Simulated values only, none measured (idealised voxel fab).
voxel spacer lines: a process module
It is cross-section cut that appears here, measuring 250 nm in width, its square cells being 5 nm in size.
Think of the cross-section as a grid of square cells. We describe it in bands, top to bottom, and each band covers one or more rows of those cells.
A band entry consists of two parts. The first gives the height of the band's top and the height of its bottom, in nm. The rest lists the band's materials from left to right, each with its width in nm. A single material labelled with the word "all across" fills the band from edge to edge, and the word "blank" marks empty space.
The reference from which all heights are counted is 0, the level beneath which the as-received wafer is entirely one material; the lowest band, having no lower bound, proceeds downward and is written after the example "z 0 and below".
So if you see something like "30..40" for the width, read it as the top row of the band sitting at the first number and the bottom row at the second, with every row in between moving by the same amount as the last.
Reading "everything unchanged" for a step: not a cell of the cross-section changed in it.
The label "Voids lacking openings" introduces a list of the empty spaces, 8 cells or larger, that have no open way up to the top; each entry in it reads width x height at distance, where the distance is taken from the left edge and all three are stated in nm.
Formally, on a step line, whatever follows the settings is a remark that the simulator itself makes on the step.
The setting "overlay nm" may be written on the line of a step. When the step uses a mask, the value reports how far to the right of the planned place the mask lay, and a negative value reports that it lay to the left.
Planned process steps
| 1 | op RECEIVE | material Si |
| 2 | op CONFORMAL_DEP | material SiO2 | thk nm 10 |
| 3 | op DIRECTIONAL_DEP | material TiN | thk nm 15 |
| 4 | op DIRECTIONAL_DEP | material aC | thk nm 30 |
| 5 | op PATTERN | tone cover | mask id MANDREL | material resist | width nm 25 | pitch nm 80 | thk nm 35 | overlay nm 0 |
| 6 | op DIRECTIONAL_ETCH | etch materials aC | depth nm 30 |
| 7 | op STRIP | etch materials resist |
| 8 | op CONFORMAL_DEP | material SiN | thk nm 15 |
| 9 | op DIRECTIONAL_ETCH | etch materials SiN | depth nm 15 |
| 10 | op STRIP | etch materials aC |
| 11 | op DIRECTIONAL_ETCH | etch materials TiN | depth nm 15 |
| 12 | op STRIP | etch materials SiN |
Step 1 complete: cross-section of the wafer as received
> z 0 and below  Si all across
> Voids lacking openings: none
Post-module cross-section: identical start and plan to those above, one misstep in execution
> z 70 to 55  blank 55 nm, then SiO2 55 nm, then blank 25 nm, then SiO2 55 nm, then blank 60 nm
> z 55 to 40  blank 55 nm, then SiO2 15 nm, then aC 25 nm, then SiO2 15 nm, then blank 25 nm, then SiO2 15 nm, then aC 25 nm, then SiO2 15 nm, then blank 60 nm
> z 40 to 25  SiO2 70 nm, then aC 25 nm, then SiO2 55 nm, then aC 25 nm, then SiO2 75 nm
> z 25 to 10  TiN all across
> z 10 to 0  SiO2 all across
> z 0 and below  Si all across
> Voids lacking openings: none
Misprocessing identified: step 8 ran differently from the plan; actual operation with settings: op CONFORMAL_DEP | material SiO2 | thk nm 15
